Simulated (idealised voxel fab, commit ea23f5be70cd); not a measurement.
Title: Process Module voxel wiring stack
The figure presents cross-section cut, which has a width of 220 nm and is divided into square cells with an edge length of 5 nm.
A cross-section is a grid of square cells, given in bands from the top down. A band is one or more rows of cells.
It is stipulated that each band's entry specify, in nanometres, the height of the top of the band and then that of its bottom, followed by the materials of the band in left-to-right sequence, each together with its width in nanometres. A single material marked by the word "full width" is understood to fill the band from edge to edge; the word "empty" is understood to denote empty space.
Measure heights from 0. That's the level where, below it, the as-received wafer is all one material. The lowest band is bottomless and extends downward; write it as in "from 0 down".
You'd read "30->40" like this: the band's top row of cells is as wide as the first number, its bottom row is as wide as the second, and going down, every row changes width by the same amount as the row before did.
"no change" -> step changed no cross-section cell.
So "Listed closed voids" is basically the list of trapped voids: any empty space of 8 cells or more that can't reach the top through an opening. They're written width x height at distance, the distance being from the left edge, and it's all nm.
What comes after the settings on a step's line is commentary from the simulator itself on that step.
The optional step-line setting "overlay nm" applies to steps with a mask and quantifies how far to the right of its planned location the mask lay, a negative value indicating leftward placement.

# Below is the list of planned process steps
1 RECEIVE | material Si
2 CONFORMAL_DEP | material SiO2 | thk nm 10
3 DIRECTIONAL_DEP | material TiN | thk nm 5
4 DIRECTIONAL_DEP | material Ru | thk nm 20
5 DIRECTIONAL_DEP | material aC | thk nm 10
6 PATTERN | tone cover | mask id METAL_1 | material resist | width nm 30 | pitch nm 45 | thk nm 30 | overlay nm 0
7 DIRECTIONAL_ETCH | etch materials aC | depth nm 10
8 STRIP | etch materials resist
9 DIRECTIONAL_ETCH | etch materials Ru | depth nm 20
10 DIRECTIONAL_ETCH | etch materials TiN | depth nm 5
11 STRIP | etch materials aC
12 CONFORMAL_DEP | material SiCN | thk nm 5
13 FILL_DEP | material SiO2 | thk nm 5
14 CMP | height nm 35
15 CONFORMAL_DEP | material SiCN | thk nm 5
16 DIRECTIONAL_DEP | material lowk | thk nm 30
17 DIRECTIONAL_DEP | material aC | thk nm 10
18 PATTERN | tone open | mask id METAL_2_HOLES | material resist | width nm 15 | thk nm 25 | overlay nm 0
19 DIRECTIONAL_ETCH | etch materials aC | depth nm 10
20 STRIP | etch materials resist
21 DIRECTIONAL_ETCH | etch materials lowk | depth nm 30
22 STRIP | etch materials aC
23 MASKED_ETCH | tone open | mask id METAL_2 | width nm 30 | pitch nm 45 | etch materials lowk | depth nm 15 | overlay nm 0
24 MASKED_ETCH | tone open | mask id METAL_2 | width nm 30 | pitch nm 45 | etch materials SiCN | depth nm 5 | overlay nm 0
25 CONFORMAL_DEP | material TiN | thk nm 5
26 FILL_DEP | material Ru | thk nm 10
27 CMP | height nm 70
28 CONFORMAL_DEP | material SiCN | thk nm 5
29 DIRECTIONAL_DEP | material lowk | thk nm 10
30 PATTERN | tone open | mask id PLUG_2 | material resist | width nm 15 | thk nm 20 | overlay nm 0
31 DIRECTIONAL_ETCH | etch materials lowk | depth nm 10
32 DIRECTIONAL_ETCH | etch materials SiCN | depth nm 5
33 STRIP | etch materials resist
34 CONFORMAL_DEP | material TiN | thk nm 5
35 FILL_DEP | material W | thk nm 5
36 CMP | height nm 85
37 CONFORMAL_DEP | material SiCN | thk nm 5
38 DIRECTIONAL_DEP | material SiO2 | thk nm 15
39 PATTERN | tone open | mask id METAL_3 | material resist | width nm 30 | pitch nm 45 | thk nm 15 | overlay nm 0
40 DIRECTIONAL_ETCH | etch materials SiO2 | depth nm 15
41 DIRECTIONAL_ETCH | etch materials SiCN | depth nm 5
42 STRIP | etch materials resist
43 CONFORMAL_DEP | material TiN | thk nm 5
44 FILL_DEP | material Ru | thk nm 5
45 CMP | height nm 105
46 EPI | material Ru | thk nm 5
47 FILL_DEP | material SiCN | thk nm 5

# Delivered wafer in cross-section: state after step 1
- from 0 down: Si full width
- Listed closed voids: none

# What the wafer looks like in cross-section after this module, when it starts as shown above and follows the plan above but one mistake is made in running it
- from 115 to 110: SiCN full width
- from 110 to 105: SiCN: 65 / Ru: 40 / SiCN: 5 / Ru: 40 / SiCN: 70
- from 105 to 90: SiO2: 70 / TiN: 5 / Ru: 20 / TiN: 5 / SiO2: 15 / TiN: 5 / Ru: 20 / TiN: 5 / SiO2: 75
- from 90 to 85: SiCN: 70 / TiN: 30 / SiCN: 15 / TiN: 30 / SiCN: 75
- from 85 to 75: lowk: 80 / TiN: 5 / W: 5 / TiN: 5 / lowk: 125
- from 75 to 70: SiCN: 80 / TiN: 15 / SiCN: 125
- from 70 to 60: lowk: 70 / TiN: 5 / Ru: 20 / TiN: 5 / lowk: 15 / TiN: 5 / Ru: 20 / TiN: 5 / lowk: 75
- from 60 to 55: lowk: 70 / TiN: 5 / Ru: 5 / TiN: 20 / lowk: 15 / TiN: 30 / lowk: 75
- from 55 to 40: lowk: 70 / TiN: 5 / Ru: 5 / TiN: 5 / lowk: 135
- from 40 to 35: SiCN: 70 / TiN: 15 / SiCN: 135
- from 35 to 15: SiO2: 65 / SiCN: 5 / Ru: 30 / SiCN: 5 / SiO2: 5 / SiCN: 5 / Ru: 30 / SiCN: 5 / SiO2: 70
- from 15 to 10: SiCN: 70 / TiN: 30 / SiCN: 15 / TiN: 30 / SiCN: 75
- from 10 to 0: SiO2 full width
- from 0 down: Si full width
- Listed closed voids: none
Here's what went sideways: planned and actual differ for step 30; actual: PATTERN | tone open | mask id PLUG_2 | material resist | width nm 15 | thk nm 20 | overlay nm 10
